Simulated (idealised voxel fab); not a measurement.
Process module, titled voxel released beams
The cross-section shown here is cut; it is 140 nm wide and divided into square cells measuring 5 nm on a side.
Bands, listed from the top down, are how a cross-section gets written in this document; the cross-section itself is a grid of square cells, and a band is one or more rows of them.
Heads up on the band format: heights come first, top then bottom, in nm. After that it's the materials left to right, each with its width in nm. A single material flagged "everywhere" fills the whole band edge to edge, and "blank" means there's empty space there.
Heads up on the height convention: 0 is the point under which the incoming wafer is all one material, and the lowest band has no bottom, it just keeps going down, like "from 0 down".
A width such as "30->40" changes by the same amount from each row of cells to the next, from the band's top row to its bottom row.
The cross-section has no changed cell in any step marked "everything unchanged".
So "Closed void register" is basically the list of trapped voids: any empty space of 8 cells or more that can't reach the top through an opening. They're written width x height at distance, the distance being from the left edge, and it's all nm.
On a step's line, text after the settings is the simulator commenting on that step.
Among the settings permitted on a step's line is "overlay nm"; applied to a step with a mask, it specifies the extent to which the mask lay to the right of its planned position, whereas a negative figure signifies a position to the left.

-- Below is the list of planned process steps
1 RECEIVE | material Si
2 CONFORMAL_DEP | material Al2O3 | thk nm 5
3 DIRECTIONAL_DEP | material SiO2 | thk nm 10
4 MASKED_ETCH | tone open | mask id ANCHOR | width nm 30 | etch materials SiO2 | depth nm 10 | overlay nm 0
5 CONFORMAL_DEP | material W | thk nm 10
6 MASKED_ETCH | tone cover | mask id BEAM | width nm 80 | etch materials W | depth nm 10 | overlay nm 0
7 STRIP | etch materials SiO2

-- The first wafer of two, processed as planned

-- As-received state of the wafer in cross-section, equivalent to post-step 1
from 0 down  Si everywhere
Closed void register: none

-- Step 2 complete: cross-section through the wafer
from 5 to 0  Al2O3 everywhere
All layers under 0 are left as they were.

-- Step 3 complete: cross-section through the wafer
from 15 to 5  SiO2 everywhere
All layers under 5 are left as they were.

-- Step 4 complete: cross-section through the wafer
from 15 to 5  SiO2 30; blank 30; SiO2 80
All layers under 5 are left as they were.

-- Step 5 complete: cross-section through the wafer
from 25 to 15  W 40; blank 10; W 90
from 15 to 5  SiO2 30; W 30; SiO2 80
All layers under 5 are left as they were.

-- Step 6 complete: cross-section through the wafer
from 25 to 15  blank 25; W 15; blank 10; W 55; blank 35
All layers under 15 are left as they were.

-- Step 7 complete: cross-section through the wafer
from 25 to 15  blank 25; W 15; blank 10; W 55; blank 35
from 15 to 5  blank 30; W 30; blank 80
All layers under 5 are left as they were.

-- The second wafer began exactly as the first did and followed the same plan, but one mistake was made while running it; through step 1 inclusive, the two wafers are identical

-- Second wafer: cross-section at the scheduled end of step 2
from 10 to 0  SiO2 everywhere
All layers under 0 are left as they were.

-- Second wafer: cross-section at the scheduled end of step 3
from 15 to 10  Al2O3 everywhere
All layers under 10 are left as they were.

Second wafer: cross-section at the scheduled end of step 4: everything unchanged

-- Second wafer: cross-section at the scheduled end of step 5
from 25 to 15  W everywhere
All layers under 15 are left as they were.

-- Second wafer: cross-section at the scheduled end of step 6
from 25 to 15  blank 25; W 80; blank 35
All layers under 15 are left as they were.

Second wafer: cross-section at the scheduled end of step 7: everything unchanged
Want to know what went wrong? the intended sequence of steps 2 and 3 was reversed during processing, with each occupying the position of the other
Wafer comparison, final, in cells, second relative to first, materials more or fewer: 56 more of SiO2, 8 fewer of W
